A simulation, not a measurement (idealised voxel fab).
Herein follows the process module entitled voxel gate over fins.
Section shown: cut. Width: 260 nm. Cell size: 5 nm, square.
This document writes a cross-section as a grid whose cells are square, and gives it as bands, listed from the top down; one or more rows of cells form a band. Each band's line starts with the height of the band's top and of its bottom, in nm. Then come its materials from left to right, each with its width in nm. One material with "full width" fills the band from edge to edge. "empty" is empty space. Basically, 0 is our baseline, since under it the wafer straight out of the box is all one material. The bottom band has no lower end and keeps on going down, so it looks like "0 -> down". You'd read "30..40" like this: the band's top row of cells is as wide as the first number, its bottom row is as wide as the second, and going down, every row changes width by the same amount as the row before did. Basically "nothing altered" means that step didn't change any cell in the cross-section. Look at "Voids lacking openings" for the closed voids: empty spaces with no open path to the top, sized 8 cells or up. Each is width x height at distance, distance from the left edge, all nm. Heads up: the bit after the settings on a step's line is the simulator's remark on that step. When a step includes a mask, the "overlay nm" setting on its line states how far to the right of its planned place that mask lay, and negative values state how far to the left.

PROCESS STEPS FORESEEN IN THE PLAN
1 RECEIVE | material Si
2 CONFORMAL_DEP | material SiN | thk nm 5
3 PATTERN | tone cover | mask id FINS | material resist | width nm 15 | pitch nm 60 | thk nm 20 | overlay nm 0
4 DIRECTIONAL_ETCH | etch materials SiN | depth nm 5
5 DIRECTIONAL_ETCH | etch materials Si | depth nm 40
6 STRIP | etch materials resist
7 OXIDIZE | depth nm 5
8 FILL_DEP | material SiO2 | thk nm 10
9 CMP | height nm 5
10 PATTERN | tone open | mask id RAIL | material resist | width nm 15 | thk nm 15 | overlay nm 0
11 DIRECTIONAL_ETCH | etch materials SiO2 | depth nm 40
12 STRIP | etch materials resist
13 CONFORMAL_DEP | material TiN | thk nm 5
14 FILL_DEP | material Ru | thk nm 5
15 CMP | height nm 5
16 SELECTIVE_ETCH | etch materials W Ru TiN | depth nm 30
17 FILL_DEP | material SiO2 | thk nm 5
18 CMP | height nm 5
19 SELECTIVE_ETCH | etch materials SiO2 | depth nm 20
20 STRIP | etch materials SiN
21 CONFORMAL_DEP | material HfO2 | thk nm 5
22 CONFORMAL_DEP | material TiN | thk nm 5
23 CONFORMAL_DEP | material TiAl | thk nm 5
24 CONFORMAL_DEP | material TiN | thk nm 5
25 FILL_DEP | material W | thk nm 15
26 CMP | height nm 30
27 CONFORMAL_DEP | material SiCN | thk nm 10

HERE'S WHAT THE WAFER LOOKED LIKE IN CROSS-SECTION WHEN IT ARRIVED - THAT'S AFTER STEP 1
    0 -> down  Si full width
    Voids lacking openings: none

FINAL CROSS-SECTION, MODULE RUN WITH ONE MISTAKE (START AND PLAN AS ABOVE)
    40 -> 30  SiCN full width
    30 -> 20  W full width
    20 -> 15  W: 45  TiN: 45  W: 15  TiN: 45  W: 15  TiN: 45  W: 50
    15 -> 10  W: 45  TiN: 5  TiAl: 35  TiN: 5  W: 15  TiN: 5  TiAl: 35  TiN: 5  W: 15  TiN: 5  TiAl: 35  TiN: 5  W: 50
    10 -> 5  W: 45  TiN: 5  TiAl: 5  TiN: 25  TiAl: 5  TiN: 5  W: 15  TiN: 5  TiAl: 5  TiN: 25  TiAl: 5  TiN: 5  W: 15  TiN: 5  TiAl: 5  TiN: 25  TiAl: 5  TiN: 5  W: 50
    5 -> 0  TiN: 50  TiAl: 5  TiN: 5  HfO2: 15  TiN: 5  TiAl: 5  TiN: 25  TiAl: 5  TiN: 5  HfO2: 15  TiN: 5  TiAl: 5  TiN: 25  TiAl: 5  TiN: 5  HfO2: 15  TiN: 5  TiAl: 5  TiN: 55
    0 -> -5  TiAl: 55  TiN: 5  HfO2: 5  Si: 5  HfO2: 5  TiN: 5  TiAl: 35  TiN: 5  HfO2: 5  Si: 5  HfO2: 5  TiN: 5  TiAl: 35  TiN: 5  HfO2: 5  Si: 5  HfO2: 5  TiN: 5  TiAl: 60
    -5 -> -10  TiN: 60  HfO2: 5  Si: 5  HfO2: 5  TiN: 45  HfO2: 5  Si: 5  HfO2: 5  TiN: 45  HfO2: 5  Si: 5  HfO2: 5  TiN: 65
    -10 -> -15  HfO2: 65  Si: 5  HfO2: 55  Si: 5  HfO2: 55  Si: 5  HfO2: 70
    -15 -> -25  SiO2: 65  Si: 5  SiO2: 55  Si: 5  SiO2: 55  Si: 5  SiO2: 70
    -25 -> -30  SiO2: 65  Si: 5  SiO2: 25  TiN: 5  Ru: 5  TiN: 5  SiO2: 15  Si: 5  SiO2: 55  Si: 5  SiO2: 70
    -30 -> -35  SiO2: 65  Si: 5  SiO2: 25  TiN: 15  SiO2: 15  Si: 5  SiO2: 55  Si: 5  SiO2: 70
    -35 -> -45  SiO2: 65  Si: 5  SiO2: 55  Si: 5  SiO2: 55  Si: 5  SiO2: 70
    -45 -> down  Si full width
    Voids lacking openings: none
Finding, execution versus plan: step 10: run off-plan, actual operation and settings PATTERN | tone open | mask id RAIL | material resist | width nm 15 | thk nm 15 | overlay nm 5
